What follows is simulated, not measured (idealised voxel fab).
This is a process module. Its name is voxel wiring stack.
Pictured: cross-section cut, 145 nm wide, on a grid of 5 nm square cells.
Bands, listed from the top down, are how a cross-section gets written in this document; the cross-section itself is a grid of square cells, and a band is one or more rows of them.
Top, bottom (nm), then materials left to right with widths (nm); lone material tagged "all across" fills the whole band edge to edge; "empty" = empty space.
Note: height 0 marks the level under which the wafer is uniformly one material as received. Lowest band unbounded below, written "0 down".
A width given as "30 to 40" starts at the first number in the band's top row and ends at the second number in its bottom row, shifting by an equal amount at every step from row to row.
A step reported as "stayed the same" is a step in which no cell of the cross-section changed.
What "Completely sealed voids" gives you is every empty space of 8 cells or more that is cut off from the top. Each appears as width x height at distance, with the distance taken from the left edge and width, height and distance all in nm.
Anything after a step's settings on that line? It's the simulator's own note about the step.
overlay nm: for a step with a mask, the amount by which the mask lay right of where it was planned; a negative amount means left of it.
Pairs follow: section before one process step, section after it down to the lowest changed band, step with settings underneath. Pairs may come from different runs of this module on the same starting wafer; continuity with the pair above only as stated in the "Before processing" entry.
BEFORE PROCESSING
- 95 to 90 | 30 SiO2; 15 empty; 100 SiO2
- 90 to 75 | 30 SiO2; 15 Ru; 100 SiO2
- 75 to 70 | 30 SiCN; 15 Ru; 100 SiCN
- 70 to 55 | 30 SiO2; 5 TiN; 15 Ru; 5 TiN; 30 SiO2; 5 TiN; 15 Ru; 5 TiN; 35 SiO2
- 55 to 50 | 30 SiO2; 5 TiN; 5 Ru; 15 TiN; 30 SiO2; 25 TiN; 35 SiO2
- 50 to 35 | 30 SiO2; 5 TiN; 5 Ru; 5 TiN; 100 SiO2
- 35 to 30 | 30 SiCN; 15 TiN; 100 SiCN
- 30 to 15 | 25 SiO2; 5 SiCN; 25 W; 5 SiCN; 20 SiO2; 5 SiCN; 25 W; 5 SiCN; 30 SiO2
- 15 to 10 | 30 SiCN; 25 TiN; 30 SiCN; 25 TiN; 35 SiCN
- 10 to 0 | SiO2 all across
- 0 down | Si all across
- Completely sealed voids: none
AFTER THE STEP
- 100 to 95 | 25 empty; 25 Ru; 95 empty
- 95 to 75 | 30 SiO2; 15 Ru; 100 SiO2
- For the remainder of the cross-section, below 75, there is no change.
- Completely sealed voids: none
Step lying between the two cross-sections just above: EPI | material Ru | thk nm 10
Before processing: as in the pair right above, post-step view.
AFTER THE STEP
- 105 to 95 | 20 empty; 35 Ru; 90 empty
- For the remainder of the cross-section, below 95, there is no change.
- Completely sealed voids: none
Step lying between the two cross-sections just above: EPI | material Ru | thk nm 5
Before processing: as in the pair right above, post-step view.
AFTER THE STEP
- 110 to 105 | 20 empty; 35 TiN; 90 empty
- 105 to 100 | 20 empty; 35 Ru; 90 empty
- 100 to 95 | 20 TiN; 35 Ru; 90 TiN
- For the remainder of the cross-section, below 95, there is no change.
- Completely sealed voids: none
Step lying between the two cross-sections just above: DIRECTIONAL_DEP | material TiN | thk nm 5
Before processing: as in the pair right above, post-step view.
AFTER THE STEP
- 125 to 115 | 20 empty; 35 Ru; 90 empty
- 115 to 110 | Ru all across
- 110 to 105 | 20 Ru; 35 TiN; 90 Ru
- 105 to 100 | Ru all across
- For the remainder of the cross-section, below 100, there is no change.
- Completely sealed voids: none
Step lying between the two cross-sections just above: DIRECTIONAL_DEP | material Ru | thk nm 15
Before processing: as in the pair right above, post-step view.
AFTER THE STEP
- 140 to 125 | 30 empty; 25 resist; 30 empty; 25 resist; 35 empty
- 125 to 115 | 20 empty; 35 Ru; 30 empty; 25 resist; 35 empty
- For the remainder of the cross-section, below 115, there is no change.
- Completely sealed voids: none
Step lying between the two cross-sections just above: PATTERN | tone cover | mask id METAL_3 | material resist | width nm 25 | pitch nm 55 | thk nm 15 | overlay nm 0
Before processing: as in the pair right above, post-step view.
AFTER THE STEP
- 140 to 125 | 30 empty; 25 resist; 30 empty; 25 resist; 35 empty
- 125 to 115 | 30 empty; 25 Ru; 30 empty; 25 resist; 35 empty
- 115 to 110 | 30 empty; 25 Ru; 30 empty; 25 Ru; 35 empty
- 110 to 105 | 20 empty; 35 TiN; 30 empty; 25 Ru; 35 empty
- 105 to 100 | 20 empty; 35 Ru; 30 empty; 25 Ru; 35 empty
- For the remainder of the cross-section, below 100, there is no change.
- Completely sealed voids: none
Step lying between the two cross-sections just above: DIRECTIONAL_ETCH | etch materials Ru | depth nm 15
Before processing: as in the pair right above, post-step view.
AFTER THE STEP
- 140 to 125 | 30 empty; 25 resist; 30 empty; 25 resist; 35 empty
- 125 to 115 | 30 empty; 25 Ru; 30 empty; 25 resist; 35 empty
- 115 to 110 | 30 empty; 25 Ru; 30 empty; 25 Ru; 35 empty
- 110 to 105 | 30 empty; 25 TiN; 30 empty; 25 Ru; 35 empty
- 105 to 100 | 20 empty; 35 Ru; 30 empty; 25 Ru; 35 empty
- 100 to 95 | 20 empty; 35 Ru; 30 empty; 25 TiN; 35 empty
- For the remainder of the cross-section, below 95, there is no change.
- Completely sealed voids: none
Step lying between the two cross-sections just above: DIRECTIONAL_ETCH | etch materials TiN | depth nm 5
Before processing: as in the pair right above, post-step view.
AFTER THE STEP
- 125 to 115 | 30 empty; 25 Ru; 90 empty
- For the remainder of the cross-section, below 115, there is no change.
- Completely sealed voids: none
Step lying between the two cross-sections just above: STRIP | etch materials resist
Before processing: as in the pair right above, post-step view.
AFTER THE STEP
- 135 to 125 | SiO2 all across
- 125 to 115 | 30 SiO2; 25 Ru; 90 SiO2
- 115 to 110 | 30 SiO2; 25 Ru; 30 SiO2; 25 Ru; 35 SiO2
- 110 to 105 | 30 SiO2; 25 TiN; 30 SiO2; 25 Ru; 35 SiO2
- 105 to 100 | 20 SiO2; 35 Ru; 30 SiO2; 25 Ru; 35 SiO2
- 100 to 95 | 20 SiO2; 35 Ru; 30 SiO2; 25 TiN; 35 SiO2
- For the remainder of the cross-section, below 95, there is no change.
- Completely sealed voids: none
Step lying between the two cross-sections just above: FILL_DEP | material SiO2 | thk nm 10
Before processing: as in the pair right above, post-step view.
AFTER THE STEP
- 115 to 110 | 30 SiO2; 25 Ru; 30 SiO2; 25 Ru; 35 SiO2
- For the remainder of the cross-section, below 110, there is no change.
- Completely sealed voids: none
Step lying between the two cross-sections just above: CMP | height nm 115
Before processing: as in the pair right above, post-step view.
AFTER THE STEP
- 120 to 115 | SiN all across
- For the remainder of the cross-section, below 115, there is no change.
- Completely sealed voids: none
Step lying between the two cross-sections just above: CONFORMAL_DEP | material SiN | thk nm 5
BEFORE PROCESSING
- 25 to 10 | W all across
- 10 to 0 | SiO2 all across
- 0 down | Si all across
- Completely sealed voids: none
AFTER THE STEP
- 30 to 25 | TiN all across
- For the remainder of the cross-section, below 25, there is no change.
- Completely sealed voids: none
Step lying between the two cross-sections just above: DIRECTIONAL_DEP | material TiN | thk nm 5
Before processing: as in the pair right above, post-step view.
AFTER THE STEP
- 45 to 30 | aC all across
- For the remainder of the cross-section, below 30, there is no change.
- Completely sealed voids: none
Step lying between the two cross-sections just above: DIRECTIONAL_DEP | material aC | thk nm 15
Before processing: as in the pair right above, post-step view.
AFTER THE STEP
- 75 to 45 | 30 empty; 25 resist; 30 empty; 25 resist; 35 empty
- For the remainder of the cross-section, below 45, there is no change.
- Completely sealed voids: none
Step lying between the two cross-sections just above: PATTERN | tone cover | mask id METAL_1 | material resist | width nm 25 | pitch nm 55 | thk nm 30 | overlay nm 0
Before processing: as in the pair right above, post-step view.
AFTER THE STEP
- 60 to 45 | 30 empty; 25 resist; 30 empty; 25 resist; 35 empty
- 45 to 30 | 30 empty; 25 aC; 30 empty; 25 aC; 35 empty
- For the remainder of the cross-section, below 30, there is no change.
- Completely sealed voids: none
Step lying between the two cross-sections just above: DIRECTIONAL_ETCH | etch materials aC | depth nm 15
Before processing: as in the pair right above, post-step view.
AFTER THE STEP
- 45 to 30 | 30 empty; 25 aC; 30 empty; 25 aC; 35 empty
- For the remainder of the cross-section, below 30, there is no change.
- Completely sealed voids: none
Step lying between the two cross-sections just above: STRIP | etch materials resist
Before processing: as in the pair right above, post-step view.
AFTER THE STEP
- 45 to 30 | 30 empty; 25 aC; 30 empty; 25 aC; 35 empty
- 30 to 25 | 30 empty; 25 TiN; 30 empty; 25 TiN; 35 empty
- For the remainder of the cross-section, below 25, there is no change.
- Completely sealed voids: none
Step lying between the two cross-sections just above: DIRECTIONAL_ETCH | etch materials TiN | depth nm 5
Before processing: as in the pair right above, post-step view.
AFTER THE STEP
- 30 to 25 | 30 empty; 25 TiN; 30 empty; 25 TiN; 35 empty
- For the remainder of the cross-section, below 25, there is no change.
- Completely sealed voids: none
Step lying between the two cross-sections just above: STRIP | etch materials aC
Before processing: as in the pair right above, post-step view.
AFTER THE STEP
- 35 to 30 | 25 empty; 35 SiCN; 20 empty; 35 SiCN; 30 empty
- 30 to 25 | 30 SiCN; 25 TiN; 30 SiCN; 25 TiN; 35 SiCN
- For the remainder of the cross-section, below 25, there is no change.
- Completely sealed voids: none
Step lying between the two cross-sections just above: CONFORMAL_DEP | material SiCN | thk nm 5
Before processing: as in the pair right above, post-step view.
AFTER THE STEP
- 40 to 35 | SiO2 all across
- 35 to 30 | 25 SiO2; 35 SiCN; 20 SiO2; 35 SiCN; 30 SiO2
- For the remainder of the cross-section, below 30, there is no change.
- Completely sealed voids: none
Step lying between the two cross-sections just above: FILL_DEP | material SiO2 | thk nm 5
Before processing: as in the pair right above, post-step view.
AFTER THE STEP
- 30 to 25 | 30 SiCN; 25 TiN; 30 SiCN; 25 TiN; 35 SiCN
- For the remainder of the cross-section, below 25, there is no change.
- Completely sealed voids: none
Step lying between the two cross-sections just above: CMP | height nm 30
Before processing: as in the pair right above, post-step view.
AFTER THE STEP
- 35 to 30 | SiCN all across
- For the remainder of the cross-section, below 30, there is no change.
- Completely sealed voids: none
Step lying between the two cross-sections just above: CONFORMAL_DEP | material SiCN | thk nm 5
Before processing: as in the pair right above, post-step view.
AFTER THE STEP
- 70 to 35 | SiO2 all across
- For the remainder of the cross-section, below 35, there is no change.
- Completely sealed voids: none
Step lying between the two cross-sections just above: DIRECTIONAL_DEP | material SiO2 | thk nm 35
Before processing: as in the pair right above, post-step view.
AFTER THE STEP
- 70 to 35 | 30 SiO2; 15 empty; 100 SiO2
- For the remainder of the cross-section, below 35, there is no change.
- Completely sealed voids: none
Step lying between the two cross-sections just above: MASKED_ETCH | tone open | mask id METAL_2_HOLES | width nm 15 | etch materials SiO2 | depth nm 35 | overlay nm 0
Before processing: as in the pair right above, post-step view.
AFTER THE STEP
- 90 to 70 | 30 resist; 25 empty; 30 resist; 25 empty; 35 resist
- For the remainder of the cross-section, below 70, there is no change.
- Completely sealed voids: none
Step lying between the two cross-sections just above: PATTERN | tone open | mask id METAL_2 | material resist | width nm 25 | pitch nm 55 | thk nm 20 | overlay nm 0
Before processing: as in the pair right above, post-step view.
AFTER THE STEP
- 90 to 70 | 30 resist; 25 empty; 30 resist; 25 empty; 35 resist
- 70 to 50 | 30 SiO2; 25 empty; 30 SiO2; 25 empty; 35 SiO2
- For the remainder of the cross-section, below 50, there is no change.
- Completely sealed voids: none
Step lying between the two cross-sections just above: DIRECTIONAL_ETCH | etch materials SiO2 | depth nm 20
Before processing: as in the pair right above, post-step view.
AFTER THE STEP
- 90 to 70 | 30 resist; 25 empty; 30 resist; 25 empty; 35 resist
- 70 to 50 | 30 SiO2; 25 empty; 30 SiO2; 25 empty; 35 SiO2
- 50 to 35 | 30 SiO2; 15 empty; 100 SiO2
- 35 to 30 | 30 SiCN; 15 empty; 100 SiCN
- For the remainder of the cross-section, below 30, there is no change.
- Completely sealed voids: none
Step lying between the two cross-sections just above: DIRECTIONAL_ETCH | etch materials SiCN | depth nm 5
Before processing: as in the pair right above, post-step view.
AFTER THE STEP
- 70 to 50 | 30 SiO2; 25 empty; 30 SiO2; 25 empty; 35 SiO2
- For the remainder of the cross-section, below 50, there is no change.
- Completely sealed voids: none
Step lying between the two cross-sections just above: STRIP | etch materials resist
Before processing: as in the pair right above, post-step view.
AFTER THE STEP
- 75 to 70 | 35 TiN; 15 empty; 40 TiN; 15 empty; 40 TiN
- 70 to 55 | 30 SiO2; 5 TiN; 15 empty; 5 TiN; 30 SiO2; 5 TiN; 15 empty; 5 TiN; 35 SiO2
- 55 to 50 | 30 SiO2; 5 TiN; 5 empty; 15 TiN; 30 SiO2; 25 TiN; 35 SiO2
- 50 to 35 | 30 SiO2; 5 TiN; 5 empty; 5 TiN; 100 SiO2
- 35 to 30 | 30 SiCN; 15 TiN; 100 SiCN
- For the remainder of the cross-section, below 30, there is no change.
- Completely sealed voids: none
Step lying between the two cross-sections just above: CONFORMAL_DEP | material TiN | thk nm 5
Before processing: as in the pair right above, post-step view.
AFTER THE STEP
- 85 to 75 | Ru all across
- 75 to 70 | 35 TiN; 15 Ru; 40 TiN; 15 Ru; 40 TiN
- 70 to 55 | 30 SiO2; 5 TiN; 15 Ru; 5 TiN; 30 SiO2; 5 TiN; 15 Ru; 5 TiN; 35 SiO2
- 55 to 50 | 30 SiO2; 5 TiN; 5 Ru; 15 TiN; 30 SiO2; 25 TiN; 35 SiO2
- 50 to 35 | 30 SiO2; 5 TiN; 5 Ru; 5 TiN; 100 SiO2
- For the remainder of the cross-section, below 35, there is no change.
- Completely sealed voids: none
Step lying between the two cross-sections just above: FILL_DEP | material Ru | thk nm 10
Before processing: as in the pair right above, post-step view.
AFTER THE STEP
- 70 to 55 | 30 SiO2; 5 TiN; 15 Ru; 5 TiN; 30 SiO2; 5 TiN; 15 Ru; 5 TiN; 35 SiO2
- For the remainder of the cross-section, below 55, there is no change.
- Completely sealed voids: none
Step lying between the two cross-sections just above: CMP | height nm 70
Before processing: as in the pair right above, post-step view.
AFTER THE STEP
- 75 to 70 | SiCN all across
- For the remainder of the cross-section, below 70, there is no change.
- Completely sealed voids: none
Step lying between the two cross-sections just above: CONFORMAL_DEP | material SiCN | thk nm 5
Before processing: as in the pair right above, post-step view.
AFTER THE STEP
- 95 to 75 | SiO2 all across
- For the remainder of the cross-section, below 75, there is no change.
- Completely sealed voids: none
Step lying between the two cross-sections just above: DIRECTIONAL_DEP | material SiO2 | thk nm 20
Before processing: as in the pair right above, post-step view.
AFTER THE STEP
- 105 to 95 | aC all across
- For the remainder of the cross-section, below 95, there is no change.
- Completely sealed voids: none
Step lying between the two cross-sections just above: DIRECTIONAL_DEP | material aC | thk nm 10
Before processing: as in the pair right above, post-step view.
AFTER THE STEP
- 130 to 105 | 30 resist; 15 empty; 100 resist
- For the remainder of the cross-section, below 105, there is no change.
- Completely sealed voids: none
Step lying between the two cross-sections just above: PATTERN | tone open | mask id PLUG_2 | material resist | width nm 15 | thk nm 25 | overlay nm 0
Before processing: as in the pair right above, post-step view.
AFTER THE STEP
- 120 to 105 | 30 resist; 15 empty; 100 resist
- 105 to 95 | 30 aC; 15 empty; 100 aC
- For the remainder of the cross-section, below 95, there is no change.
- Completely sealed voids: none
Step lying between the two cross-sections just above: DIRECTIONAL_ETCH | etch materials aC | depth nm 10
Before processing: as in the pair right above, post-step view.
AFTER THE STEP
- 105 to 95 | 30 aC; 15 empty; 100 aC
- For the remainder of the cross-section, below 95, there is no change.
- Completely sealed voids: none
Step lying between the two cross-sections just above: STRIP | etch materials resist
Before processing: as in the pair right above, post-step view.
AFTER THE STEP
- 105 to 95 | 30 aC; 15 empty; 100 aC
- 95 to 75 | 30 SiO2; 15 empty; 100 SiO2
- For the remainder of the cross-section, below 75, there is no change.
- Completely sealed voids: none
Step lying between the two cross-sections just above: DIRECTIONAL_ETCH | etch materials SiO2 | depth nm 20
Before processing: as in the pair right above, post-step view.
AFTER THE STEP
- 105 to 95 | 30 aC; 15 empty; 100 aC
- 95 to 75 | 30 SiO2; 15 empty; 100 SiO2
- 75 to 70 | 30 SiCN; 15 empty; 100 SiCN
- For the remainder of the cross-section, below 70, there is no change.
- Completely sealed voids: none
Step lying between the two cross-sections just above: DIRECTIONAL_ETCH | etch materials SiCN | depth nm 5
Before processing: as in the pair right above, post-step view.
AFTER THE STEP
- 95 to 75 | 30 SiO2; 15 empty; 100 SiO2
- For the remainder of the cross-section, below 75, there is no change.
- Completely sealed voids: none
Step lying between the two cross-sections just above: STRIP | etch materials aC
Before processing: as in the pair right above, post-step view.
AFTER THE STEP
- 95 to 80 | 30 SiO2; 15 empty; 100 SiO2
- 80 to 75 | 30 SiO2; 15 Ru; 100 SiO2
- 75 to 70 | 30 SiCN; 15 Ru; 100 SiCN
- For the remainder of the cross-section, below 70, there is no change.
- Completely sealed voids: none
Step lying between the two cross-sections just above: EPI | material Ru | thk nm 10
Before processing: as in the pair right above, post-step view.
AFTER THE STEP
- 95 to 90 | 30 SiO2; 15 empty; 100 SiO2
- 90 to 75 | 30 SiO2; 15 Ru; 100 SiO2
- For the remainder of the cross-section, below 75, there is no change.
- Completely sealed voids: none
Step lying between the two cross-sections just above: EPI | material Ru | thk nm 10
Before processing: as in the pair right above, post-step view.
AFTER THE STEP
- 95 to 75 | 30 SiO2; 15 Ru; 100 SiO2
- For the remainder of the cross-section, below 75, there is no change.
- Completely sealed voids: none
Step lying between the two cross-sections just above: EPI | material Ru | thk nm 5
Before processing: as in the pair right above, post-step view.
AFTER THE STEP
- 100 to 95 | TiN all across
- For the remainder of the cross-section, below 95, there is no change.
- Completely sealed voids: none
Step lying between the two cross-sections just above: DIRECTIONAL_DEP | material TiN | thk nm 5
Before processing: as in the pair right above, post-step view.
AFTER THE STEP
- 115 to 100 | Ru all across
- For the remainder of the cross-section, below 100, there is no change.
- Completely sealed voids: none
Step lying between the two cross-sections just above: DIRECTIONAL_DEP | material Ru | thk nm 15
Before processing: as in the pair right above, post-step view.
AFTER THE STEP
- 130 to 115 | 30 empty; 25 resist; 30 empty; 25 resist; 35 empty
- For the remainder of the cross-section, below 115, there is no change.
- Completely sealed voids: none
Step lying between the two cross-sections just above: PATTERN | tone cover | mask id METAL_3 | material resist | width nm 25 | pitch nm 55 | thk nm 15 | overlay nm 0
Before processing: as in the pair right above, post-step view.
AFTER THE STEP
- 130 to 115 | 30 empty; 25 resist; 30 empty; 25 resist; 35 empty
- 115 to 100 | 30 empty; 25 Ru; 30 empty; 25 Ru; 35 empty
- For the remainder of the cross-section, below 100, there is no change.
- Completely sealed voids: none
Step lying between the two cross-sections just above: DIRECTIONAL_ETCH | etch materials Ru | depth nm 15
Before processing: as in the pair right above, post-step view.
AFTER THE STEP
- 130 to 115 | 30 empty; 25 resist; 30 empty; 25 resist; 35 empty
- 115 to 100 | 30 empty; 25 Ru; 30 empty; 25 Ru; 35 empty
- 100 to 95 | 30 empty; 25 TiN; 30 empty; 25 TiN; 35 empty
- For the remainder of the cross-section, below 95, there is no change.
- Completely sealed voids: none
Step lying between the two cross-sections just above: DIRECTIONAL_ETCH | etch materials TiN | depth nm 5
Before processing: as in the pair right above, post-step view.
AFTER THE STEP
- 115 to 100 | 30 empty; 25 Ru; 30 empty; 25 Ru; 35 empty
- For the remainder of the cross-section, below 100, there is no change.
- Completely sealed voids: none
Step lying between the two cross-sections just above: STRIP | etch materials resist
Before processing: as in the pair right above, post-step view.
AFTER THE STEP
- 125 to 115 | SiO2 all across
- 115 to 100 | 30 SiO2; 25 Ru; 30 SiO2; 25 Ru; 35 SiO2
- 100 to 95 | 30 SiO2; 25 TiN; 30 SiO2; 25 TiN; 35 SiO2
- For the remainder of the cross-section, below 95, there is no change.
- Completely sealed voids: none
Step lying between the two cross-sections just above: FILL_DEP | material SiO2 | thk nm 10
Before processing: as in the pair right above, post-step view.
AFTER THE STEP
- 115 to 100 | 30 SiO2; 25 Ru; 30 SiO2; 25 Ru; 35 SiO2
- For the remainder of the cross-section, below 100, there is no change.
- Completely sealed voids: none
Step lying between the two cross-sections just above: CMP | height nm 115
Before processing: as in the pair right above, post-step view.
AFTER THE STEP
- 120 to 115 | SiN all across
- For the remainder of the cross-section, below 115, there is no change.
- Completely sealed voids: none
Step lying between the two cross-sections just above: CONFORMAL_DEP | material SiN | thk nm 5
BEFORE PROCESSING
- 40 to 35 | SiO2 all across
- 35 to 30 | 25 SiO2; 35 SiCN; 20 SiO2; 35 SiCN; 30 SiO2
- 30 to 15 | 25 SiO2; 5 SiCN; 25 W; 5 SiCN; 20 SiO2; 5 SiCN; 25 W; 5 SiCN; 30 SiO2
- 15 to 10 | 30 SiCN; 25 TiN; 30 SiCN; 25 TiN; 35 SiCN
- 10 to 0 | SiO2 all across
- 0 down | Si all across
- Completely sealed voids: none
AFTER THE STEP
- 35 to 30 | 25 SiO2; 35 SiCN; 20 SiO2; 35 SiCN; 30 SiO2
- For the remainder of the cross-section, below 30, there is no change.
- Completely sealed voids: none
Step lying between the two cross-sections just above: CMP | height nm 35
Before processing: as in the pair right above, post-step view.
AFTER THE STEP
- 40 to 35 | SiCN all across
- For the remainder of the cross-section, below 35, there is no change.
- Completely sealed voids: none
Step lying between the two cross-sections just above: CONFORMAL_DEP | material SiCN | thk nm 5
Before processing: as in the pair right above, post-step view.
AFTER THE STEP
- 75 to 40 | SiO2 all across
- For the remainder of the cross-section, below 40, there is no change.
- Completely sealed voids: none
Step lying between the two cross-sections just above: DIRECTIONAL_DEP | material SiO2 | thk nm 35
Before processing: as in the pair right above, post-step view.
AFTER THE STEP
- 75 to 40 | 30 SiO2; 15 empty; 100 SiO2
- For the remainder of the cross-section, below 40, there is no change.
- Completely sealed voids: none
Step lying between the two cross-sections just above: MASKED_ETCH | tone open | mask id METAL_2_HOLES | width nm 15 | etch materials SiO2 | depth nm 35 | overlay nm 0
Before processing: as in the pair right above, post-step view.
AFTER THE STEP
- 95 to 75 | 30 resist; 25 empty; 30 resist; 25 empty; 35 resist
- For the remainder of the cross-section, below 75, there is no change.
- Completely sealed voids: none
Step lying between the two cross-sections just above: PATTERN | tone open | mask id METAL_2 | material resist | width nm 25 | pitch nm 55 | thk nm 20 | overlay nm 0
Before processing: as in the pair right above, post-step view.
AFTER THE STEP
- 95 to 75 | 30 resist; 25 empty; 30 resist; 25 empty; 35 resist
- 75 to 55 | 30 SiO2; 25 empty; 30 SiO2; 25 empty; 35 SiO2
- For the remainder of the cross-section, below 55, there is no change.
- Completely sealed voids: none
Step lying between the two cross-sections just above: DIRECTIONAL_ETCH | etch materials SiO2 | depth nm 20
Before processing: as in the pair right above, post-step view.
AFTER THE STEP
- 95 to 75 | 30 resist; 25 empty; 30 resist; 25 empty; 35 resist
- 75 to 55 | 30 SiO2; 25 empty; 30 SiO2; 25 empty; 35 SiO2
- 55 to 40 | 30 SiO2; 15 empty; 100 SiO2
- 40 to 35 | 30 SiCN; 15 empty; 100 SiCN
- For the remainder of the cross-section, below 35, there is no change.
- Completely sealed voids: none
Step lying between the two cross-sections just above: DIRECTIONAL_ETCH | etch materials SiCN | depth nm 5
Before processing: as in the pair right above, post-step view.
AFTER THE STEP
- 75 to 55 | 30 SiO2; 25 empty; 30 SiO2; 25 empty; 35 SiO2
- For the remainder of the cross-section, below 55, there is no change.
- Completely sealed voids: none
Step lying between the two cross-sections just above: STRIP | etch materials resist
Before processing: as in the pair right above, post-step view.
AFTER THE STEP
- 80 to 75 | 35 TiN; 15 empty; 40 TiN; 15 empty; 40 TiN
- 75 to 60 | 30 SiO2; 5 TiN; 15 empty; 5 TiN; 30 SiO2; 5 TiN; 15 empty; 5 TiN; 35 SiO2
- 60 to 55 | 30 SiO2; 5 TiN; 5 empty; 15 TiN; 30 SiO2; 25 TiN; 35 SiO2
- 55 to 40 | 30 SiO2; 5 TiN; 5 empty; 5 TiN; 100 SiO2
- 40 to 35 | 30 SiCN; 15 TiN; 100 SiCN
- For the remainder of the cross-section, below 35, there is no change.
- Completely sealed voids: none
Step lying between the two cross-sections just above: CONFORMAL_DEP | material TiN | thk nm 5
Before processing: as in the pair right above, post-step view.
AFTER THE STEP
- 90 to 80 | Ru all across
- 80 to 75 | 35 TiN; 15 Ru; 40 TiN; 15 Ru; 40 TiN
- 75 to 60 | 30 SiO2; 5 TiN; 15 Ru; 5 TiN; 30 SiO2; 5 TiN; 15 Ru; 5 TiN; 35 SiO2
- 60 to 55 | 30 SiO2; 5 TiN; 5 Ru; 15 TiN; 30 SiO2; 25 TiN; 35 SiO2
- 55 to 40 | 30 SiO2; 5 TiN; 5 Ru; 5 TiN; 100 SiO2
- For the remainder of the cross-section, below 40, there is no change.
- Completely sealed voids: none
Step lying between the two cross-sections just above: FILL_DEP | material Ru | thk nm 10
Before processing: as in the pair right above, post-step view.
AFTER THE STEP
- 70 to 60 | 30 SiO2; 5 TiN; 15 Ru; 5 TiN; 30 SiO2; 5 TiN; 15 Ru; 5 TiN; 35 SiO2
- For the remainder of the cross-section, below 60, there is no change.
- Completely sealed voids: none
Step lying between the two cross-sections just above: CMP | height nm 70
Before processing: as in the pair right above, post-step view.
AFTER THE STEP
- 75 to 70 | SiCN all across
- For the remainder of the cross-section, below 70, there is no change.
- Completely sealed voids: none
Step lying between the two cross-sections just above: CONFORMAL_DEP | material SiCN | thk nm 5
Before processing: as in the pair right above, post-step view.
AFTER THE STEP
- 95 to 75 | SiO2 all across
- For the remainder of the cross-section, below 75, there is no change.
- Completely sealed voids: none
Step lying between the two cross-sections just above: DIRECTIONAL_DEP | material SiO2 | thk nm 20
Before processing: as in the pair right above, post-step view.
AFTER THE STEP
- 105 to 95 | aC all across
- For the remainder of the cross-section, below 95, there is no change.
- Completely sealed voids: none
Step lying between the two cross-sections just above: DIRECTIONAL_DEP | material aC | thk nm 10
Before processing: as in the pair right above, post-step view.
AFTER THE STEP
- 130 to 105 | 30 resist; 15 empty; 100 resist
- For the remainder of the cross-section, below 105, there is no change.
- Completely sealed voids: none
Step lying between the two cross-sections just above: PATTERN | tone open | mask id PLUG_2 | material resist | width nm 15 | thk nm 25 | overlay nm 0
Before processing: as in the pair right above, post-step view.
AFTER THE STEP
- 120 to 105 | 30 resist; 15 empty; 100 resist
- 105 to 95 | 30 aC; 15 empty; 100 aC
- For the remainder of the cross-section, below 95, there is no change.
- Completely sealed voids: none
Step lying between the two cross-sections just above: DIRECTIONAL_ETCH | etch materials aC | depth nm 10
Before processing: as in the pair right above, post-step view.
AFTER THE STEP
- 105 to 95 | 30 aC; 15 empty; 100 aC
- For the remainder of the cross-section, below 95, there is no change.
- Completely sealed voids: none
Step lying between the two cross-sections just above: STRIP | etch materials resist
Before processing: as in the pair right above, post-step view.
AFTER THE STEP
- 105 to 95 | 30 aC; 15 empty; 100 aC
- 95 to 75 | 30 SiO2; 15 empty; 100 SiO2
- For the remainder of the cross-section, below 75, there is no change.
- Completely sealed voids: none
Step lying between the two cross-sections just above: DIRECTIONAL_ETCH | etch materials SiO2 | depth nm 20
Before processing: as in the pair right above, post-step view.
AFTER THE STEP
- 105 to 95 | 30 aC; 15 empty; 100 aC
- 95 to 75 | 30 SiO2; 15 empty; 100 SiO2
- 75 to 70 | 30 SiCN; 15 empty; 100 SiCN
- For the remainder of the cross-section, below 70, there is no change.
- Completely sealed voids: none
Step lying between the two cross-sections just above: DIRECTIONAL_ETCH | etch materials SiCN | depth nm 5
Before processing: as in the pair right above, post-step view.
AFTER THE STEP
- 95 to 75 | 30 SiO2; 15 empty; 100 SiO2
- For the remainder of the cross-section, below 75, there is no change.
- Completely sealed voids: none
Step lying between the two cross-sections just above: STRIP | etch materials aC
Before processing: as in the pair right above, post-step view.
AFTER THE STEP
- 95 to 80 | 30 SiO2; 15 empty; 100 SiO2
- 80 to 75 | 30 SiO2; 15 Ru; 100 SiO2
- 75 to 70 | 30 SiCN; 15 Ru; 100 SiCN
- For the remainder of the cross-section, below 70, there is no change.
- Completely sealed voids: none
Step lying between the two cross-sections just above: EPI | material Ru | thk nm 10
Before processing: as in the pair right above, post-step view.
AFTER THE STEP
- 95 to 90 | 30 SiO2; 15 empty; 100 SiO2
- 90 to 75 | 30 SiO2; 15 Ru; 100 SiO2
- For the remainder of the cross-section, below 75, there is no change.
- Completely sealed voids: none
Step lying between the two cross-sections just above: EPI | material Ru | thk nm 10
Before processing: as in the pair right above, post-step view.
AFTER THE STEP
- 95 to 75 | 30 SiO2; 15 Ru; 100 SiO2
- For the remainder of the cross-section, below 75, there is no change.
- Completely sealed voids: none
Step lying between the two cross-sections just above: EPI | material Ru | thk nm 5
Before processing: as in the pair right above, post-step view.
AFTER THE STEP
- 100 to 95 | TiN all across
- For the remainder of the cross-section, below 95, there is no change.
- Completely sealed voids: none
Step lying between the two cross-sections just above: DIRECTIONAL_DEP | material TiN | thk nm 5
Before processing: as in the pair right above, post-step view.
AFTER THE STEP
- 115 to 100 | Ru all across
- For the remainder of the cross-section, below 100, there is no change.
- Completely sealed voids: none
Step lying between the two cross-sections just above: DIRECTIONAL_DEP | material Ru | thk nm 15
Before processing: as in the pair right above, post-step view.
AFTER THE STEP
- 130 to 115 | 30 empty; 25 resist; 30 empty; 25 resist; 35 empty
- For the remainder of the cross-section, below 115, there is no change.
- Completely sealed voids: none
Step lying between the two cross-sections just above: PATTERN | tone cover | mask id METAL_3 | material resist | width nm 25 | pitch nm 55 | thk nm 15 | overlay nm 0
Before processing: as in the pair right above, post-step view.
AFTER THE STEP
- 130 to 115 | 30 empty; 25 resist; 30 empty; 25 resist; 35 empty
- 115 to 100 | 30 empty; 25 Ru; 30 empty; 25 Ru; 35 empty
- For the remainder of the cross-section, below 100, there is no change.
- Completely sealed voids: none
Step lying between the two cross-sections just above: DIRECTIONAL_ETCH | etch materials Ru | depth nm 15
Before processing: as in the pair right above, post-step view.
AFTER THE STEP
- 130 to 115 | 30 empty; 25 resist; 30 empty; 25 resist; 35 empty
- 115 to 100 | 30 empty; 25 Ru; 30 empty; 25 Ru; 35 empty
- 100 to 95 | 30 empty; 25 TiN; 30 empty; 25 TiN; 35 empty
- For the remainder of the cross-section, below 95, there is no change.
- Completely sealed voids: none
Step lying between the two cross-sections just above: DIRECTIONAL_ETCH | etch materials TiN | depth nm 5
Before processing: as in the pair right above, post-step view.
AFTER THE STEP
- 115 to 100 | 30 empty; 25 Ru; 30 empty; 25 Ru; 35 empty
- For the remainder of the cross-section, below 100, there is no change.
- Completely sealed voids: none
Step lying between the two cross-sections just above: STRIP | etch materials resist
